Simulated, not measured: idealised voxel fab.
voxel ribs on slabs: a process module
FYI the section here is cut, 285 nm wide, cells are 5 nm squares.
A cross-section is a grid of square cells, given in bands from the top down. A band is one or more rows of cells. Per band: top height and bottom height in nm, followed by the left-to-right materials and their widths in nm; "full width" marks a single material spanning edge to edge, "air" marks empty space. Ref level 0: as-received wafer is one material below here. Bottom band extends down with no lower bound ("0 nm and below"). Read "30 to 40" as a graded width: first number on top, second number at the bottom, same change between each pair of neighbouring rows. For the purposes of this document, the phrase "no change" attached to a step denotes that no cell within the cross-section was modified by that step. Heads up: "Sealed void listing" only lists the empty pockets with no open path to the top that are 8 cells or more, and it writes them as width x height at distance, distance from the left edge, in nm. Note: text after step settings on the step line = simulator remark on that step. "overlay nm" on a masked step: distance the mask lay right of its planned place, negative for left.

BELOW IS THE LIST OF PLANNED PROCESS STEPS
1 op RECEIVE | material Si
2 op DIRECTIONAL_DEP | material SiO2 | thk nm 30
3 op DIRECTIONAL_DEP | material SiN | thk nm 20
4 op DIRECTIONAL_DEP | material aC | thk nm 15
5 op PATTERN | tone cover | mask id RIB | material resist | width nm 30 | thk nm 30 | overlay nm 0
6 op DIRECTIONAL_ETCH | etch materials aC | depth nm 15
7 op STRIP | etch materials resist
8 op DIRECTIONAL_ETCH | etch materials SiN | depth nm 5
9 op STRIP | etch materials aC
10 op DIRECTIONAL_DEP | material aC | thk nm 15
11 op PATTERN | tone cover | mask id SLAB | material resist | width nm 60 | thk nm 35 | overlay nm 0
12 op DIRECTIONAL_ETCH | etch materials aC | depth nm 15
13 op STRIP | etch materials resist
14 op DIRECTIONAL_ETCH | etch materials SiN | depth nm 15
15 op STRIP | etch materials aC
16 op FILL_DEP | material SiO2 | thk nm 25
17 op CMP | height nm 65
18 op DIRECTIONAL_DEP | material W | thk nm 10
19 op PATTERN | tone cover | mask id HEATER | material resist | width nm 40 | thk nm 20 | overlay nm 0
20 op DIRECTIONAL_ETCH | etch materials W | depth nm 10
21 op STRIP | etch materials resist
22 op CONFORMAL_DEP | material SiN | thk nm 10

FIRST WAFER OF TWO (RUN AS PLANNED)

DELIVERED WAFER IN CROSS-SECTION: STATE AFTER STEP 1
- 0 nm and below = Si full width
- Sealed void listing: none

STATE OF THE WAFER AFTER STEP 2, SHOWN IN CROSS-SECTION
- 30 nm to 0 nm = SiO2 full width
- All layers under 0 are left as they were.

STATE OF THE WAFER AFTER STEP 3, SHOWN IN CROSS-SECTION
- 50 nm to 30 nm = SiN full width
- All layers under 30 are left as they were.

STATE OF THE WAFER AFTER STEP 4, SHOWN IN CROSS-SECTION
- 65 nm to 50 nm = aC full width
- All layers under 50 are left as they were.

STATE OF THE WAFER AFTER STEP 5, SHOWN IN CROSS-SECTION
- 95 nm to 65 nm = air 125 nm / resist 30 nm / air 130 nm
- All layers under 65 are left as they were.

STATE OF THE WAFER AFTER STEP 6, SHOWN IN CROSS-SECTION
- 80 nm to 65 nm = air 125 nm / resist 30 nm / air 130 nm
- 65 nm to 50 nm = air 125 nm / aC 30 nm / air 130 nm
- All layers under 50 are left as they were.

STATE OF THE WAFER AFTER STEP 7, SHOWN IN CROSS-SECTION
- 65 nm to 50 nm = air 125 nm / aC 30 nm / air 130 nm
- All layers under 50 are left as they were.

STATE OF THE WAFER AFTER STEP 8, SHOWN IN CROSS-SECTION
- 65 nm to 50 nm = air 125 nm / aC 30 nm / air 130 nm
- 50 nm to 45 nm = air 125 nm / SiN 30 nm / air 130 nm
- All layers under 45 are left as they were.

STATE OF THE WAFER AFTER STEP 9, SHOWN IN CROSS-SECTION
- 50 nm to 45 nm = air 125 nm / SiN 30 nm / air 130 nm
- All layers under 45 are left as they were.

STATE OF THE WAFER AFTER STEP 10, SHOWN IN CROSS-SECTION
- 65 nm to 60 nm = air 125 nm / aC 30 nm / air 130 nm
- 60 nm to 50 nm = aC full width
- 50 nm to 45 nm = aC 125 nm / SiN 30 nm / aC 130 nm
- All layers under 45 are left as they were.

STATE OF THE WAFER AFTER STEP 11, SHOWN IN CROSS-SECTION
- 100 nm to 65 nm = air 110 nm / resist 60 nm / air 115 nm
- 65 nm to 60 nm = air 110 nm / resist 15 nm / aC 30 nm / resist 15 nm / air 115 nm
- All layers under 60 are left as they were.

STATE OF THE WAFER AFTER STEP 12, SHOWN IN CROSS-SECTION
- 85 nm to 65 nm = air 110 nm / resist 60 nm / air 115 nm
- 65 nm to 60 nm = air 110 nm / resist 15 nm / aC 30 nm / resist 15 nm / air 115 nm
- 60 nm to 50 nm = air 110 nm / aC 60 nm / air 115 nm
- 50 nm to 45 nm = air 110 nm / aC 15 nm / SiN 30 nm / aC 15 nm / air 115 nm
- All layers under 45 are left as they were.

STATE OF THE WAFER AFTER STEP 13, SHOWN IN CROSS-SECTION
- 65 nm to 60 nm = air 125 nm / aC 30 nm / air 130 nm
- All layers under 60 are left as they were.

STATE OF THE WAFER AFTER STEP 14, SHOWN IN CROSS-SECTION
- 65 nm to 60 nm = air 125 nm / aC 30 nm / air 130 nm
- 60 nm to 50 nm = air 110 nm / aC 60 nm / air 115 nm
- 50 nm to 45 nm = air 110 nm / aC 15 nm / SiN 30 nm / aC 15 nm / air 115 nm
- 45 nm to 30 nm = air 110 nm / SiN 60 nm / air 115 nm
- All layers under 30 are left as they were.

STATE OF THE WAFER AFTER STEP 15, SHOWN IN CROSS-SECTION
- 50 nm to 45 nm = air 125 nm / SiN 30 nm / air 130 nm
- All layers under 45 are left as they were.

STATE OF THE WAFER AFTER STEP 16, SHOWN IN CROSS-SECTION
- 75 nm to 50 nm = SiO2 full width
- 50 nm to 45 nm = SiO2 125 nm / SiN 30 nm / SiO2 130 nm
- 45 nm to 30 nm = SiO2 110 nm / SiN 60 nm / SiO2 115 nm
- All layers under 30 are left as they were.

STATE OF THE WAFER AFTER STEP 17, SHOWN IN CROSS-SECTION
- 65 nm to 50 nm = SiO2 full width
- All layers under 50 are left as they were.

STATE OF THE WAFER AFTER STEP 18, SHOWN IN CROSS-SECTION
- 75 nm to 65 nm = W full width
- All layers under 65 are left as they were.

STATE OF THE WAFER AFTER STEP 19, SHOWN IN CROSS-SECTION
- 95 nm to 75 nm = air 120 nm / resist 40 nm / air 125 nm
- All layers under 75 are left as they were.

STATE OF THE WAFER AFTER STEP 20, SHOWN IN CROSS-SECTION
- 95 nm to 75 nm = air 120 nm / resist 40 nm / air 125 nm
- 75 nm to 65 nm = air 120 nm / W 40 nm / air 125 nm
- All layers under 65 are left as they were.

STATE OF THE WAFER AFTER STEP 21, SHOWN IN CROSS-SECTION
- 75 nm to 65 nm = air 120 nm / W 40 nm / air 125 nm
- All layers under 65 are left as they were.

STATE OF THE WAFER AFTER STEP 22, SHOWN IN CROSS-SECTION
- 85 nm to 75 nm = air 110 nm / SiN 60 nm / air 115 nm
- 75 nm to 65 nm = SiN 120 nm / W 40 nm / SiN 125 nm
- All layers under 65 are left as they were.

WAFER TWO. SAME START, SAME PLAN, ONE SLIP IN EXECUTION. SAME AS WAFER ONE THROUGH STEP 1, INCLUSIVE

SECOND WAFER CROSS-SECTION, TAKEN AS OF THE TIME THE PLAN SETS FOR STEP 2 TO BE DONE
- 60 nm to 0 nm = SiO2 full width
- All layers under 0 are left as they were.

SECOND WAFER CROSS-SECTION, TAKEN AS OF THE TIME THE PLAN SETS FOR STEP 3 TO BE DONE
- 80 nm to 60 nm = SiN full width
- All layers under 60 are left as they were.

SECOND WAFER CROSS-SECTION, TAKEN AS OF THE TIME THE PLAN SETS FOR STEP 4 TO BE DONE
- 95 nm to 80 nm = aC full width
- All layers under 80 are left as they were.

SECOND WAFER CROSS-SECTION, TAKEN AS OF THE TIME THE PLAN SETS FOR STEP 5 TO BE DONE
- 125 nm to 95 nm = air 125 nm / resist 30 nm / air 130 nm
- All layers under 95 are left as they were.

SECOND WAFER CROSS-SECTION, TAKEN AS OF THE TIME THE PLAN SETS FOR STEP 6 TO BE DONE
- 110 nm to 95 nm = air 125 nm / resist 30 nm / air 130 nm
- 95 nm to 80 nm = air 125 nm / aC 30 nm / air 130 nm
- All layers under 80 are left as they were.

SECOND WAFER CROSS-SECTION, TAKEN AS OF THE TIME THE PLAN SETS FOR STEP 7 TO BE DONE
- 95 nm to 80 nm = air 125 nm / aC 30 nm / air 130 nm
- All layers under 80 are left as they were.

SECOND WAFER CROSS-SECTION, TAKEN AS OF THE TIME THE PLAN SETS FOR STEP 8 TO BE DONE
- 95 nm to 80 nm = air 125 nm / aC 30 nm / air 130 nm
- 80 nm to 75 nm = air 125 nm / SiN 30 nm / air 130 nm
- All layers under 75 are left as they were.

SECOND WAFER CROSS-SECTION, TAKEN AS OF THE TIME THE PLAN SETS FOR STEP 9 TO BE DONE
- 80 nm to 75 nm = air 125 nm / SiN 30 nm / air 130 nm
- All layers under 75 are left as they were.

SECOND WAFER CROSS-SECTION, TAKEN AS OF THE TIME THE PLAN SETS FOR STEP 10 TO BE DONE
- 95 nm to 90 nm = air 125 nm / aC 30 nm / air 130 nm
- 90 nm to 80 nm = aC full width
- 80 nm to 75 nm = aC 125 nm / SiN 30 nm / aC 130 nm
- All layers under 75 are left as they were.

SECOND WAFER CROSS-SECTION, TAKEN AS OF THE TIME THE PLAN SETS FOR STEP 11 TO BE DONE
- 130 nm to 95 nm = air 110 nm / resist 60 nm / air 115 nm
- 95 nm to 90 nm = air 110 nm / resist 15 nm / aC 30 nm / resist 15 nm / air 115 nm
- All layers under 90 are left as they were.

SECOND WAFER CROSS-SECTION, TAKEN AS OF THE TIME THE PLAN SETS FOR STEP 12 TO BE DONE
- 115 nm to 95 nm = air 110 nm / resist 60 nm / air 115 nm
- 95 nm to 90 nm = air 110 nm / resist 15 nm / aC 30 nm / resist 15 nm / air 115 nm
- 90 nm to 80 nm = air 110 nm / aC 60 nm / air 115 nm
- 80 nm to 75 nm = air 110 nm / aC 15 nm / SiN 30 nm / aC 15 nm / air 115 nm
- All layers under 75 are left as they were.

SECOND WAFER CROSS-SECTION, TAKEN AS OF THE TIME THE PLAN SETS FOR STEP 13 TO BE DONE
- 95 nm to 90 nm = air 125 nm / aC 30 nm / air 130 nm
- All layers under 90 are left as they were.

SECOND WAFER CROSS-SECTION, TAKEN AS OF THE TIME THE PLAN SETS FOR STEP 14 TO BE DONE
- 95 nm to 90 nm = air 125 nm / aC 30 nm / air 130 nm
- 90 nm to 80 nm = air 110 nm / aC 60 nm / air 115 nm
- 80 nm to 75 nm = air 110 nm / aC 15 nm / SiN 30 nm / aC 15 nm / air 115 nm
- 75 nm to 60 nm = air 110 nm / SiN 60 nm / air 115 nm
- All layers under 60 are left as they were.

SECOND WAFER CROSS-SECTION, TAKEN AS OF THE TIME THE PLAN SETS FOR STEP 15 TO BE DONE
- 80 nm to 75 nm = air 125 nm / SiN 30 nm / air 130 nm
- All layers under 75 are left as they were.

SECOND WAFER CROSS-SECTION, TAKEN AS OF THE TIME THE PLAN SETS FOR STEP 16 TO BE DONE
- 105 nm to 80 nm = SiO2 full width
- 80 nm to 75 nm = SiO2 125 nm / SiN 30 nm / SiO2 130 nm
- 75 nm to 60 nm = SiO2 110 nm / SiN 60 nm / SiO2 115 nm
- All layers under 60 are left as they were.

SECOND WAFER CROSS-SECTION, TAKEN AS OF THE TIME THE PLAN SETS FOR STEP 17 TO BE DONE
- 65 nm to 60 nm = SiO2 110 nm / SiN 60 nm / SiO2 115 nm
- All layers under 60 are left as they were.

SECOND WAFER CROSS-SECTION, TAKEN AS OF THE TIME THE PLAN SETS FOR STEP 18 TO BE DONE
- 75 nm to 65 nm = W full width
- All layers under 65 are left as they were.

SECOND WAFER CROSS-SECTION, TAKEN AS OF THE TIME THE PLAN SETS FOR STEP 19 TO BE DONE
- 95 nm to 75 nm = air 120 nm / resist 40 nm / air 125 nm
- All layers under 75 are left as they were.

SECOND WAFER CROSS-SECTION, TAKEN AS OF THE TIME THE PLAN SETS FOR STEP 20 TO BE DONE
- 95 nm to 75 nm = air 120 nm / resist 40 nm / air 125 nm
- 75 nm to 65 nm = air 120 nm / W 40 nm / air 125 nm
- All layers under 65 are left as they were.

SECOND WAFER CROSS-SECTION, TAKEN AS OF THE TIME THE PLAN SETS FOR STEP 21 TO BE DONE
- 75 nm to 65 nm = air 120 nm / W 40 nm / air 125 nm
- All layers under 65 are left as they were.

SECOND WAFER CROSS-SECTION, TAKEN AS OF THE TIME THE PLAN SETS FOR STEP 22 TO BE DONE
- 85 nm to 75 nm = air 110 nm / SiN 60 nm / air 115 nm
- 75 nm to 65 nm = SiN 120 nm / W 40 nm / SiN 125 nm
- All layers under 65 are left as they were.
Misprocessing identified: the plan's step 2 ran twice
Bottom line after processing is that, in cells, the second wafer is up or down on some materials versus the first: SiN -30, SiO2 +30
